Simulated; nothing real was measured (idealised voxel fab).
Proc. module: voxel gate over fins
Displayed cross-section: cut, width of 295 nm, square cells sized 5 nm.
For the purposes of this document, a cross-section shall be understood as a grid of square cells, specified as bands listed in top-to-bottom order, each band consisting of one or more rows of cells.
The band entry comprises the height of the band's top followed by the height of its bottom, expressed in nm, and subsequently the band's materials from left to right, each stated together with its width in nm. Where a single material is marked with the word "edge to edge", that material fills the band from edge to edge. The word "air" represents empty space.
It should be noted that heights are counted from 0, beneath which the wafer as supplied is of one material throughout, and that the lowest band possesses no lower boundary but continues downward, as written in "from 0 down".
A width such as "30 to 40" changes by the same amount from each row of cells to the next, from the band's top row to its bottom row.
A step reported as "remains unaltered" is a step in which no cell of the cross-section changed.
The entry "Internal closed voids" lists the empty spaces that cover at least 8 cells and have no open path to the top. Each is written as width x height at distance, where the distance is measured from the left edge and all three values are in nm.
On a step's line, text after the settings is the simulator commenting on that step.
The optional step-line setting "overlay nm" applies to steps with a mask and quantifies how far to the right of its planned location the mask lay, a negative value indicating leftward placement.
# Here's what the planned process steps look like
| 1 | op RECEIVE | material Si |
| 2 | op CONFORMAL_DEP | material SiN | thk nm 10 |
| 3 | op MASKED_ETCH | tone cover | mask id FINS | width nm 15 | pitch nm 55 | etch materials SiN | depth nm 10 | overlay nm 0 |
| 4 | op MASKED_ETCH | tone cover | mask id FINS | width nm 15 | pitch nm 55 | etch materials Si | depth nm 30 | overlay nm 0 |
| 5 | op OXIDIZE | depth nm 5 |
| 6 | op FILL_DEP | material SiO2 | thk nm 5 |
| 7 | op CMP | height nm 10 |
| 8 | op MASKED_ETCH | tone open | mask id RAIL | width nm 15 | etch materials SiO2 | depth nm 35 | overlay nm 0 |
| 9 | op CONFORMAL_DEP | material TiN | thk nm 5 |
| 10 | op FILL_DEP | material W | thk nm 10 |
| 11 | op CMP | height nm 10 |
| 12 | op SELECTIVE_ETCH | etch materials W Ru TiN | depth nm 30 |
| 13 | op FILL_DEP | material SiO2 | thk nm 5 |
| 14 | op CMP | height nm 10 |
| 15 | op SELECTIVE_ETCH | etch materials SiO2 | depth nm 25 |
| 16 | op STRIP | etch materials SiN |
| 17 | op CONFORMAL_DEP | material HfO2 | thk nm 5 |
| 18 | op CONFORMAL_DEP | material TiN | thk nm 5 |
| 19 | op FILL_DEP | material W | thk nm 10 |
| 20 | op CMP | height nm 15 |
| 21 | op CONFORMAL_DEP | material SiN | thk nm 5 |
# First of two wafers, processed according to plan
# Cross-section: wafer on arrival = after step 1
    from 0 down: Si edge to edge
    Internal closed voids: none
# Step 2 complete: cross-section through the wafer
    from 10 to 0: SiN edge to edge
    All layers under 0 are left as they were.
# Step 3 complete: cross-section through the wafer
    from 10 to 0: air: 110; SiN: 15; air: 40; SiN: 15; air: 115
    All layers under 0 are left as they were.
# Step 4 complete: cross-section through the wafer
    from 10 to 0: air: 110; SiN: 15; air: 40; SiN: 15; air: 115
    from 0 to -30: air: 110; Si: 15; air: 40; Si: 15; air: 115
    All layers under -30 are left as they were.
# Step 5 complete: cross-section through the wafer
    from 10 to 0: air: 110; SiN: 15; air: 40; SiN: 15; air: 115
    from 0 to -30: air: 110; SiO2: 5; Si: 5; SiO2: 5; air: 40; SiO2: 5; Si: 5; SiO2: 5; air: 115
    from -30 to -35: SiO2: 115; Si: 5; SiO2: 50; Si: 5; SiO2: 120
    All layers under -35 are left as they were.
# Step 6 complete: cross-section through the wafer
    from 15 to 10: SiO2 edge to edge
    from 10 to 0: SiO2: 110; SiN: 15; SiO2: 40; SiN: 15; SiO2: 115
    from 0 to -35: SiO2: 115; Si: 5; SiO2: 50; Si: 5; SiO2: 120
    All layers under -35 are left as they were.
# Step 7 complete: cross-section through the wafer
    from 10 to 0: SiO2: 110; SiN: 15; SiO2: 40; SiN: 15; SiO2: 115
    All layers under 0 are left as they were.
# Step 8 complete: cross-section through the wafer
    from 10 to 0: SiO2: 110; SiN: 15; SiO2: 10; air: 15; SiO2: 15; SiN: 15; SiO2: 115
    from 0 to -25: SiO2: 115; Si: 5; SiO2: 15; air: 15; SiO2: 20; Si: 5; SiO2: 120
    All layers under -25 are left as they were.
# Step 9 complete: cross-section through the wafer
    from 15 to 10: TiN: 140; air: 5; TiN: 150
    from 10 to 0: SiO2: 110; SiN: 15; SiO2: 10; TiN: 5; air: 5; TiN: 5; SiO2: 15; SiN: 15; SiO2: 115
    from 0 to -20: SiO2: 115; Si: 5; SiO2: 15; TiN: 5; air: 5; TiN: 5; SiO2: 20; Si: 5; SiO2: 120
    from -20 to -25: SiO2: 115; Si: 5; SiO2: 15; TiN: 15; SiO2: 20; Si: 5; SiO2: 120
    All layers under -25 are left as they were.
# Step 10 complete: cross-section through the wafer
    from 25 to 15: W edge to edge
    from 15 to 10: TiN: 140; W: 5; TiN: 150
    from 10 to 0: SiO2: 110; SiN: 15; SiO2: 10; TiN: 5; W: 5; TiN: 5; SiO2: 15; SiN: 15; SiO2: 115
    from 0 to -20: SiO2: 115; Si: 5; SiO2: 15; TiN: 5; W: 5; TiN: 5; SiO2: 20; Si: 5; SiO2: 120
    All layers under -20 are left as they were.
# Step 11 complete: cross-section through the wafer
    from 10 to 0: SiO2: 110; SiN: 15; SiO2: 10; TiN: 5; W: 5; TiN: 5; SiO2: 15; SiN: 15; SiO2: 115
    All layers under 0 are left as they were.
# Step 12 complete: cross-section through the wafer
    from 10 to 0: SiO2: 110; SiN: 15; SiO2: 10; air: 15; SiO2: 15; SiN: 15; SiO2: 115
    from 0 to -20: SiO2: 115; Si: 5; SiO2: 15; air: 15; SiO2: 20; Si: 5; SiO2: 120
    All layers under -20 are left as they were.
# Step 13 complete: cross-section through the wafer
    from 15 to 10: SiO2 edge to edge
    from 10 to 0: SiO2: 110; SiN: 15; SiO2: 40; SiN: 15; SiO2: 115
    from 0 to -20: SiO2: 115; Si: 5; SiO2: 50; Si: 5; SiO2: 120
    All layers under -20 are left as they were.
# Step 14 complete: cross-section through the wafer
    from 10 to 0: SiO2: 110; SiN: 15; SiO2: 40; SiN: 15; SiO2: 115
    All layers under 0 are left as they were.
# Step 15 complete: cross-section through the wafer
    from 10 to 0: air: 110; SiN: 15; air: 40; SiN: 15; air: 115
    from 0 to -15: air: 115; Si: 5; air: 50; Si: 5; air: 120
    All layers under -15 are left as they were.
# Step 16 complete: cross-section through the wafer
    from 0 to -15: air: 115; Si: 5; air: 50; Si: 5; air: 120
    All layers under -15 are left as they were.
# Step 17 complete: cross-section through the wafer
    from 5 to 0: air: 110; HfO2: 15; air: 40; HfO2: 15; air: 115
    from 0 to -10: air: 110; HfO2: 5; Si: 5; HfO2: 5; air: 40; HfO2: 5; Si: 5; HfO2: 5; air: 115
    from -10 to -15: HfO2: 115; Si: 5; HfO2: 50; Si: 5; HfO2: 120
    All layers under -15 are left as they were.
# Step 18 complete: cross-section through the wafer
    from 10 to 5: air: 105; TiN: 25; air: 30; TiN: 25; air: 110
    from 5 to 0: air: 105; TiN: 5; HfO2: 15; TiN: 5; air: 30; TiN: 5; HfO2: 15; TiN: 5; air: 110
    from 0 to -5: air: 105; TiN: 5; HfO2: 5; Si: 5; HfO2: 5; TiN: 5; air: 30; TiN: 5; HfO2: 5; Si: 5; HfO2: 5; TiN: 5; air: 110
    from -5 to -10: TiN: 110; HfO2: 5; Si: 5; HfO2: 5; TiN: 40; HfO2: 5; Si: 5; HfO2: 5; TiN: 115
    All layers under -10 are left as they were.
# Step 19 complete: cross-section through the wafer
    from 20 to 10: W edge to edge
    from 10 to 5: W: 105; TiN: 25; W: 30; TiN: 25; W: 110
    from 5 to 0: W: 105; TiN: 5; HfO2: 15; TiN: 5; W: 30; TiN: 5; HfO2: 15; TiN: 5; W: 110
    from 0 to -5: W: 105; TiN: 5; HfO2: 5; Si: 5; HfO2: 5; TiN: 5; W: 30; TiN: 5; HfO2: 5; Si: 5; HfO2: 5; TiN: 5; W: 110
    All layers under -5 are left as they were.
# Step 20 complete: cross-section through the wafer
    from 15 to 10: W edge to edge
    All layers under 10 are left as they were.
# Step 21 complete: cross-section through the wafer
    from 20 to 15: SiN edge to edge
    All layers under 15 are left as they were.
# Second wafer: same start and same plan as the first, one execution error; identical to the first through step 3
# Look at the second wafer in cross-section at the time step 4 ought to have finished
    from 10 to 0: air: 110; SiN: 15; air: 40; SiN: 15; air: 115
    from 0 to -60: air: 110; Si: 15; air: 40; Si: 15; air: 115
    All layers under -60 are left as they were.
# Look at the second wafer in cross-section at the time step 5 ought to have finished
    from 10 to 0: air: 110; SiN: 15; air: 40; SiN: 15; air: 115
    from 0 to -60: air: 110; SiO2: 5; Si: 5; SiO2: 5; air: 40; SiO2: 5; Si: 5; SiO2: 5; air: 115
    from -60 to -65: SiO2: 115; Si: 5; SiO2: 50; Si: 5; SiO2: 120
    All layers under -65 are left as they were.
# Look at the second wafer in cross-section at the time step 6 ought to have finished
    from 15 to 10: SiO2 edge to edge
    from 10 to 0: SiO2: 110; SiN: 15; SiO2: 40; SiN: 15; SiO2: 115
    from 0 to -65: SiO2: 115; Si: 5; SiO2: 50; Si: 5; SiO2: 120
    All layers under -65 are left as they were.
# Look at the second wafer in cross-section at the time step 7 ought to have finished
    from 10 to 0: SiO2: 110; SiN: 15; SiO2: 40; SiN: 15; SiO2: 115
    All layers under 0 are left as they were.
# Look at the second wafer in cross-section at the time step 8 ought to have finished
    from 10 to 0: SiO2: 110; SiN: 15; SiO2: 10; air: 15; SiO2: 15; SiN: 15; SiO2: 115
    from 0 to -25: SiO2: 115; Si: 5; SiO2: 15; air: 15; SiO2: 20; Si: 5; SiO2: 120
    All layers under -25 are left as they were.
# Look at the second wafer in cross-section at the time step 9 ought to have finished
    from 15 to 10: TiN: 140; air: 5; TiN: 150
    from 10 to 0: SiO2: 110; SiN: 15; SiO2: 10; TiN: 5; air: 5; TiN: 5; SiO2: 15; SiN: 15; SiO2: 115
    from 0 to -20: SiO2: 115; Si: 5; SiO2: 15; TiN: 5; air: 5; TiN: 5; SiO2: 20; Si: 5; SiO2: 120
    from -20 to -25: SiO2: 115; Si: 5; SiO2: 15; TiN: 15; SiO2: 20; Si: 5; SiO2: 120
    All layers under -25 are left as they were.
# Look at the second wafer in cross-section at the time step 10 ought to have finished
    from 25 to 15: W edge to edge
    from 15 to 10: TiN: 140; W: 5; TiN: 150
    from 10 to 0: SiO2: 110; SiN: 15; SiO2: 10; TiN: 5; W: 5; TiN: 5; SiO2: 15; SiN: 15; SiO2: 115
    from 0 to -20: SiO2: 115; Si: 5; SiO2: 15; TiN: 5; W: 5; TiN: 5; SiO2: 20; Si: 5; SiO2: 120
    All layers under -20 are left as they were.
# Look at the second wafer in cross-section at the time step 11 ought to have finished
    from 10 to 0: SiO2: 110; SiN: 15; SiO2: 10; TiN: 5; W: 5; TiN: 5; SiO2: 15; SiN: 15; SiO2: 115
    All layers under 0 are left as they were.
# Look at the second wafer in cross-section at the time step 12 ought to have finished
    from 10 to 0: SiO2: 110; SiN: 15; SiO2: 10; air: 15; SiO2: 15; SiN: 15; SiO2: 115
    from 0 to -20: SiO2: 115; Si: 5; SiO2: 15; air: 15; SiO2: 20; Si: 5; SiO2: 120
    All layers under -20 are left as they were.
# Look at the second wafer in cross-section at the time step 13 ought to have finished
    from 15 to 10: SiO2 edge to edge
    from 10 to 0: SiO2: 110; SiN: 15; SiO2: 40; SiN: 15; SiO2: 115
    from 0 to -20: SiO2: 115; Si: 5; SiO2: 50; Si: 5; SiO2: 120
    All layers under -20 are left as they were.
# Look at the second wafer in cross-section at the time step 14 ought to have finished
    from 10 to 0: SiO2: 110; SiN: 15; SiO2: 40; SiN: 15; SiO2: 115
    All layers under 0 are left as they were.
# Look at the second wafer in cross-section at the time step 15 ought to have finished
    from 10 to 0: air: 110; SiN: 15; air: 40; SiN: 15; air: 115
    from 0 to -15: air: 115; Si: 5; air: 50; Si: 5; air: 120
    All layers under -15 are left as they were.
# Look at the second wafer in cross-section at the time step 16 ought to have finished
    from 0 to -15: air: 115; Si: 5; air: 50; Si: 5; air: 120
    All layers under -15 are left as they were.
# Look at the second wafer in cross-section at the time step 17 ought to have finished
    from 5 to 0: air: 110; HfO2: 15; air: 40; HfO2: 15; air: 115
    from 0 to -10: air: 110; HfO2: 5; Si: 5; HfO2: 5; air: 40; HfO2: 5; Si: 5; HfO2: 5; air: 115
    from -10 to -15: HfO2: 115; Si: 5; HfO2: 50; Si: 5; HfO2: 120
    All layers under -15 are left as they were.
# Look at the second wafer in cross-section at the time step 18 ought to have finished
    from 10 to 5: air: 105; TiN: 25; air: 30; TiN: 25; air: 110
    from 5 to 0: air: 105; TiN: 5; HfO2: 15; TiN: 5; air: 30; TiN: 5; HfO2: 15; TiN: 5; air: 110
    from 0 to -5: air: 105; TiN: 5; HfO2: 5; Si: 5; HfO2: 5; TiN: 5; air: 30; TiN: 5; HfO2: 5; Si: 5; HfO2: 5; TiN: 5; air: 110
    from -5 to -10: TiN: 110; HfO2: 5; Si: 5; HfO2: 5; TiN: 40; HfO2: 5; Si: 5; HfO2: 5; TiN: 115
    All layers under -10 are left as they were.
# Look at the second wafer in cross-section at the time step 19 ought to have finished
    from 20 to 10: W edge to edge
    from 10 to 5: W: 105; TiN: 25; W: 30; TiN: 25; W: 110
    from 5 to 0: W: 105; TiN: 5; HfO2: 15; TiN: 5; W: 30; TiN: 5; HfO2: 15; TiN: 5; W: 110
    from 0 to -5: W: 105; TiN: 5; HfO2: 5; Si: 5; HfO2: 5; TiN: 5; W: 30; TiN: 5; HfO2: 5; Si: 5; HfO2: 5; TiN: 5; W: 110
    All layers under -5 are left as they were.
# Look at the second wafer in cross-section at the time step 20 ought to have finished
    from 15 to 10: W edge to edge
    All layers under 10 are left as they were.
# Look at the second wafer in cross-section at the time step 21 ought to have finished
    from 20 to 15: SiN edge to edge
    All layers under 15 are left as they were.
Nonconformance to the process plan: the plan had its step 4 run twice
It is noted that, at the conclusion of processing, the second wafer exhibits a higher or lower cell count for certain materials relative to the first: 342 fewer of Si | 342 more of SiO2
